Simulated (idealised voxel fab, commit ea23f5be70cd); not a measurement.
Proc. module: voxel spacer lines
The cross-section on display is named cut; it measures 300 nm wide, and its cells are 5 nm squares.
Square cells in a grid make up a cross-section in this document, and the grid is given as bands, listed from the top down, each one or more rows of cells. Heights first: top, then bottom, in nm. Then materials, left to right, each with a width in nm. "all across" on a single material: fills the band edge to edge. "blank": empty space. Height is counted from the level 0, under which the received wafer is composed throughout of one material. The lowest of the bands is not closed at the bottom but continues downward, in the notation "0..down". Width spec "30..40" -> top row of cells at first value, bottom row at second value, equal per-row change in between. "remained unchanged", as given for a step, is the statement that not any cell of the cross-section underwent a change during that step. Closed void catalog: empty space of 8 cells or more with no open way to the top, each as width x height at its distance from the left edge, in nm. If you see something after the settings on a step's line, that's the simulator's own remark about that step. overlay nm: for a step with a mask, the amount by which the mask lay right of where it was planned; a negative amount means left of it.

Planned step list for the process
1) RECEIVE: material Si
2) CONFORMAL_DEP: material SiO2, thk nm 5
3) DIRECTIONAL_DEP: material W, thk nm 10
4) DIRECTIONAL_DEP: material polySi, thk nm 30
5) PATTERN: tone cover, mask id MANDREL, material resist, width nm 20, pitch nm 70, thk nm 35, overlay nm 0
6) DIRECTIONAL_ETCH: etch materials polySi, depth nm 30
7) STRIP: etch materials resist
8) CONFORMAL_DEP: material SiN, thk nm 15
9) DIRECTIONAL_ETCH: etch materials SiN, depth nm 15
10) STRIP: etch materials polySi
11) DIRECTIONAL_ETCH: etch materials W, depth nm 10
12) STRIP: etch materials SiN
13) FILL_DEP: material SiO2, thk nm 5
14) CMP: height nm 5
Be aware that, although all wafers share a common starting state, the height nm at step 14 differs among them, and the plan displays the first wafer's value.

The first of several wafers, as received after step 1, seen in section
	0..down: Si all across
	Closed void catalog: none

Cross-section of the first of several wafers, taken after step 14, where the module ends
	5..0: SiO2 all across
	0..down: Si all across
	Closed void catalog: none

Module end, final wafer: cross-section
	20..15: SiO2 all across
	15..5: SiO2: 55, then W: 15, then SiO2: 20, then W: 15, then SiO2: 20, then W: 15, then SiO2: 20, then W: 15, then SiO2: 20, then W: 15, then SiO2: 20, then W: 15, then SiO2: 55
	5..0: SiO2 all across
	0..down: Si all across
	Closed void catalog: none

Gained (+) or lost (-) cells of each material since receipt, then closed voids: one row per wafer, at the end of the module
height nm 5; +60 SiO2; Closed void catalog: none
height nm 10; +102 SiO2; +18 W; Closed void catalog: none
height nm 15; +144 SiO2; +36 W; Closed void catalog: none
height nm 20; +204 SiO2; +36 W; Closed void catalog: none
